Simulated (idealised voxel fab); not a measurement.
The name of this process module is voxel plated lines.
This is section cut - it's 180 nm across, gridded in 5 nm square cells.
Throughout this document, each cross-section is represented as a grid of square cells and is presented as a sequence of bands enumerated from the top downward, where a band comprises one or more rows of cells.
Within each band entry, the heights of the top and of the bottom of the band appear first, in that order and in nm; the materials of the band then follow from left to right, each with its corresponding width in nm. The designation "edge to edge" on a single material indicates that it fills the band from edge to edge; the designation "blank" indicates empty space.
Note: height 0 marks the level under which the wafer is uniformly one material as received. Lowest band unbounded below, written "0 -> down".
With a width like "30 to 40", each row of cells in the band differs from the next by the same amount, the top row carrying the first number and the bottom row the second.
When a step is marked "changes: none", none of the cells in the cross-section changed during that step.
"Fully closed voids" enumerates empty spaces isolated from the top, with no open way to it, that contain at least 8 cells, giving each as width x height at distance from the left edge, all three in nm.
Past the settings on a step's line: simulator remark, on that step.
When a step includes a mask, the "overlay nm" setting on its line states how far to the right of its planned place that mask lay, and negative values state how far to the left.

### Here's what the planned process steps look like
1. RECEIVE: material Si
2. CONFORMAL_DEP: material SiN, thk nm 10
3. DIRECTIONAL_DEP: material TiN, thk nm 5
4. PATTERN: tone open, mask id LINES, material resist, width nm 15, pitch nm 40, thk nm 30, overlay nm 0
5. EPI: material Ru, thk nm 10
6. EPI: material Ru, thk nm 10
7. STRIP: etch materials resist
8. DIRECTIONAL_ETCH: etch materials TiN, depth nm 5
9. CONFORMAL_DEP: material SiCN, thk nm 10

### Cross-section of the wafer as it came to us, i.e., already through step 1
- 0 -> down  Si edge to edge
- Fully closed voids: none

### Cross-section, end of module. Start: as above. Plan: as above. Execution: one mistake
- 45 -> 35  10 nm blank / 35 nm TiN / 5 nm blank / 35 nm TiN / 5 nm blank / 35 nm TiN / 5 nm blank / 35 nm TiN / 15 nm blank
- 35 -> 20  10 nm blank / 10 nm TiN / 15 nm Ru / 10 nm TiN / 5 nm blank / 10 nm TiN / 15 nm Ru / 10 nm TiN / 5 nm blank / 10 nm TiN / 15 nm Ru / 10 nm TiN / 5 nm blank / 10 nm TiN / 15 nm Ru / 10 nm TiN / 15 nm blank
- 20 -> 15  20 nm TiN / 15 nm Ru / 25 nm TiN / 15 nm Ru / 25 nm TiN / 15 nm Ru / 25 nm TiN / 15 nm Ru / 25 nm TiN
- 15 -> 10  TiN edge to edge
- 10 -> 0  SiN edge to edge
- 0 -> down  Si edge to edge
- Fully closed voids: none
Processing error: step 9 ran as: CONFORMAL_DEP: material TiN, thk nm 10
